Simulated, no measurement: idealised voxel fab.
process module | voxel capacitor over wiring
cross-section cut | 170 nm wide | cells 5 nm
A cross-section is a grid of square cells, given in bands from the top down. A band is one or more rows of cells.
Each band's line starts with the height of the band's top and of its bottom, in nm. Then come its materials from left to right, each with its width in nm. One material with "throughout" fills the band from edge to edge. "air" is empty space.
Height 0 is the level under which the wafer as received is all one material. The lowest band goes on downwards, as in "0 down".
A width such as "30 to 40" changes by the same amount from each row of cells to the next, from the band's top row to its bottom row.
"no change" after a step means that no cell of the cross-section changed.
closed voids: empty space of 8 cells or more with no open way to the top, each as width x height at its distance from the left edge, in nm
after a step's settings: what the simulator itself notes on the step
overlay nm, on a step with a mask: how far to the right of its planned place the mask lay; to the left if negative
plan
1 op RECEIVE | material Si
2 op CONFORMAL_DEP | material SiO2 | thk nm 10
3 op DIRECTIONAL_DEP | material TiN | thk nm 5
4 op DIRECTIONAL_DEP | material Ru | thk nm 15
5 op MASKED_ETCH | tone cover | mask id METAL_1 | width nm 20 | pitch nm 80 | etch materials Ru | depth nm 15 | overlay nm 0
6 op MASKED_ETCH | tone cover | mask id METAL_1 | width nm 20 | pitch nm 80 | etch materials TiN | depth nm 5 | overlay nm 0
7 op FILL_DEP | material SiO2 | thk nm 5
8 op CMP | height nm 30
9 op CONFORMAL_DEP | material SiCN | thk nm 5
10 op DIRECTIONAL_DEP | material SiO2 | thk nm 10
11 op DIRECTIONAL_DEP | material aC | thk nm 10
12 op PATTERN | tone open | mask id PLUG_1 | material resist | width nm 15 | thk nm 25 | overlay nm 0
13 op DIRECTIONAL_ETCH | etch materials aC | depth nm 10
14 op STRIP | etch materials resist
15 op DIRECTIONAL_ETCH | etch materials SiO2 | depth nm 10
16 op DIRECTIONAL_ETCH | etch materials SiCN | depth nm 5
17 op STRIP | etch materials aC
18 op CONFORMAL_DEP | material TiN | thk nm 5
19 op FILL_DEP | material Cu | thk nm 5
20 op CMP | height nm 45
21 op DIRECTIONAL_DEP | material TiN | thk nm 10
22 op DIRECTIONAL_DEP | material Al2O3 | thk nm 5
23 op DIRECTIONAL_DEP | material TiN | thk nm 10
24 op MASKED_ETCH | tone cover | mask id UPPER_PLATE | width nm 65 | etch materials TiN | depth nm 10 | overlay nm 0
25 op MASKED_ETCH | tone cover | mask id UPPER_PLATE | width nm 65 | etch materials Al2O3 | depth nm 5 | overlay nm 0
26 op PATTERN | tone cover | mask id LOWER_PLATE | material resist | width nm 75 | thk nm 20 | overlay nm 0
27 op DIRECTIONAL_ETCH | etch materials TiN | depth nm 10
28 op STRIP | etch materials resist
29 op FILL_DEP | material SiO2 | thk nm 15
30 op CMP | height nm 80
31 op PATTERN | tone open | mask id PLUG_2 | material resist | width nm 15 | thk nm 20 | overlay nm 0
32 op DIRECTIONAL_ETCH | etch materials SiO2 | depth nm 10
33 op STRIP | etch materials resist
34 op CONFORMAL_DEP | material TiN | thk nm 5
35 op FILL_DEP | material Ru | thk nm 10
36 op CMP | height nm 80
37 op CONFORMAL_DEP | material SiN | thk nm 5
as received, after step 1
  0 down: Si throughout
  closed voids: none
first wafer at the end, as planned
  85 to 80: SiN throughout
  80 to 75: SiO2 50 | TiN 5 | Ru 5 | TiN 5 | SiO2 105
  75 to 70: SiO2 50 | TiN 15 | SiO2 105
  70 to 60: SiO2 40 | TiN 65 | SiO2 65
  60 to 55: SiO2 40 | Al2O3 65 | SiO2 65
  55 to 45: SiO2 35 | TiN 75 | SiO2 60
  45 to 35: SiO2 40 | TiN 5 | Cu 5 | TiN 5 | SiO2 115
  35 to 30: SiCN 40 | TiN 15 | SiCN 115
  30 to 15: SiO2 35 | Ru 20 | SiO2 60 | Ru 20 | SiO2 35
  15 to 10: SiO2 35 | TiN 20 | SiO2 60 | TiN 20 | SiO2 35
  10 to 0: SiO2 throughout
  0 down: Si throughout
  closed voids: none
second wafer at the end: like start, like plan, one mistake
  85 to 80: SiN throughout
  80 to 75: SiO2 50 | TiN 5 | Ru 5 | TiN 5 | SiO2 105
  75 to 70: SiO2 50 | TiN 15 | SiO2 105
  70 to 60: SiO2 40 | TiN 65 | SiO2 65
  60 to 55: SiO2 40 | Al2O3 65 | SiO2 65
  55 to 45: SiO2 35 | TiN 75 | SiO2 60
  45 to 35: SiO2 40 | TiN 5 | Cu 5 | TiN 5 | SiO2 115
  35 to 30: SiCN 40 | TiN 15 | SiCN 115
  30 to 15: SiO2 40 | Ru 15 | SiO2 65 | Ru 15 | SiO2 35
  15 to 10: SiO2 35 | TiN 20 | SiO2 60 | TiN 20 | SiO2 35
  10 to 0: SiO2 throughout
  0 down: Si throughout
  closed voids: none
what went wrong: step 5 ran as: op MASKED_ETCH | tone cover | mask id METAL_1 | width nm 15 | pitch nm 80 | etch materials Ru | depth nm 15 | overlay nm 0
at the end the second wafer has, in cells: 6 fewer of Ru | 6 more of SiO2
